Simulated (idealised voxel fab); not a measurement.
The following process module bears the name voxel released beams.
Cross-section cut spans 200 nm and uses square cells 5 nm in size.
Format of a cross-section: grid, square cells. Given as bands. Order: top down. Band: one or more rows of cells.
Basically the band line says how high the top is and how high the bottom is, in nm, and then what's in it from left to right, every material with its width in nm. Empty space shows up as "air", and if a single material carries "full width" it runs the full band edge to edge.
Height datum 0, below which the as-received substrate wafer is one material. Lowest band open at the bottom, running downward: "z 0 and below".
A width such as "30 to 40" changes by the same amount from each row of cells to the next, from the band's top row to its bottom row.
Where a step carries "nothing different", the cross-section came out of it unchanged, cell for cell.
The label "Trapped voids" introduces a list of the empty spaces, 8 cells or larger, that have no open way up to the top; each entry in it reads width x height at distance, where the distance is taken from the left edge and all three are stated in nm.
That trailing text on a step's line, after the settings, is the simulator's own remark on the step.
"overlay nm" denotes, for a step that has a mask, the displacement of the mask to the right of its planned place, with negative values corresponding to the left.
[Planned process steps]
- 1: op RECEIVE | material Si
- 2: op CONFORMAL_DEP | material Al2O3 | thk nm 10
- 3: op DIRECTIONAL_DEP | material SiO2 | thk nm 20
- 4: op MASKED_ETCH | tone open | mask id ANCHOR | width nm 25 | etch materials SiO2 | depth nm 20 | overlay nm 0
- 5: op CONFORMAL_DEP | material polySi | thk nm 10
- 6: op MASKED_ETCH | tone cover | mask id BEAM | width nm 75 | etch materials polySi | depth nm 10 | overlay nm 0
- 7: op STRIP | etch materials SiO2
[First wafer out of two, processed as planned]
[So this is the incoming wafer in cross-section - it's already been through step 1]
    z 0 and below = Si full width
    Trapped voids: none
[State of the wafer after step 2, shown in cross-section]
    z 10 to 0 = Al2O3 full width
    Everything below 0 is unchanged.
[State of the wafer after step 3, shown in cross-section]
    z 30 to 10 = SiO2 full width
    Everything below 10 is unchanged.
[State of the wafer after step 4, shown in cross-section]
    z 30 to 10 = 65 of SiO2 / 25 of air / 110 of SiO2
    Everything below 10 is unchanged.
[State of the wafer after step 5, shown in cross-section]
    z 40 to 30 = 75 of polySi / 5 of air / 120 of polySi
    z 30 to 20 = 65 of SiO2 / 10 of polySi / 5 of air / 10 of polySi / 110 of SiO2
    z 20 to 10 = 65 of SiO2 / 25 of polySi / 110 of SiO2
    Everything below 10 is unchanged.
[State of the wafer after step 6, shown in cross-section]
    z 40 to 30 = 60 of air / 15 of polySi / 5 of air / 55 of polySi / 65 of air
    Everything below 30 is unchanged.
[State of the wafer after step 7, shown in cross-section]
    z 40 to 30 = 60 of air / 15 of polySi / 5 of air / 55 of polySi / 65 of air
    z 30 to 20 = 65 of air / 10 of polySi / 5 of air / 10 of polySi / 110 of air
    z 20 to 10 = 65 of air / 25 of polySi / 110 of air
    Everything below 10 is unchanged.
[The second wafer: identical to the first at the outset and in its planned sequence, differing only in that one mistake was made during processing; up to and including step 3, its path is the first wafer's path]
[Cross-section, second wafer, at the end time the plan gives for step 4]
    z 30 to 10 = 75 of SiO2 / 25 of air / 100 of SiO2
    Everything below 10 is unchanged.
[Cross-section, second wafer, at the end time the plan gives for step 5]
    z 40 to 30 = 85 of polySi / 5 of air / 110 of polySi
    z 30 to 20 = 75 of SiO2 / 10 of polySi / 5 of air / 10 of polySi / 100 of SiO2
    z 20 to 10 = 75 of SiO2 / 25 of polySi / 100 of SiO2
    Everything below 10 is unchanged.
[Cross-section, second wafer, at the end time the plan gives for step 6]
    z 40 to 30 = 60 of air / 25 of polySi / 5 of air / 45 of polySi / 65 of air
    Everything below 30 is unchanged.
[Cross-section, second wafer, at the end time the plan gives for step 7]
    z 40 to 30 = 60 of air / 25 of polySi / 5 of air / 45 of polySi / 65 of air
    z 30 to 20 = 75 of air / 10 of polySi / 5 of air / 10 of polySi / 100 of air
    z 20 to 10 = 75 of air / 25 of polySi / 100 of air
    Everything below 10 is unchanged.
Plan not followed: step 4 was run on a setting that differed from the plan, and what really ran there is op MASKED_ETCH | tone open | mask id ANCHOR | width nm 25 | etch materials SiO2 | depth nm 20 | overlay nm 10
By the end, you'd get the same cell count for each material on either wafer, but the second wafer puts them somewhere else.
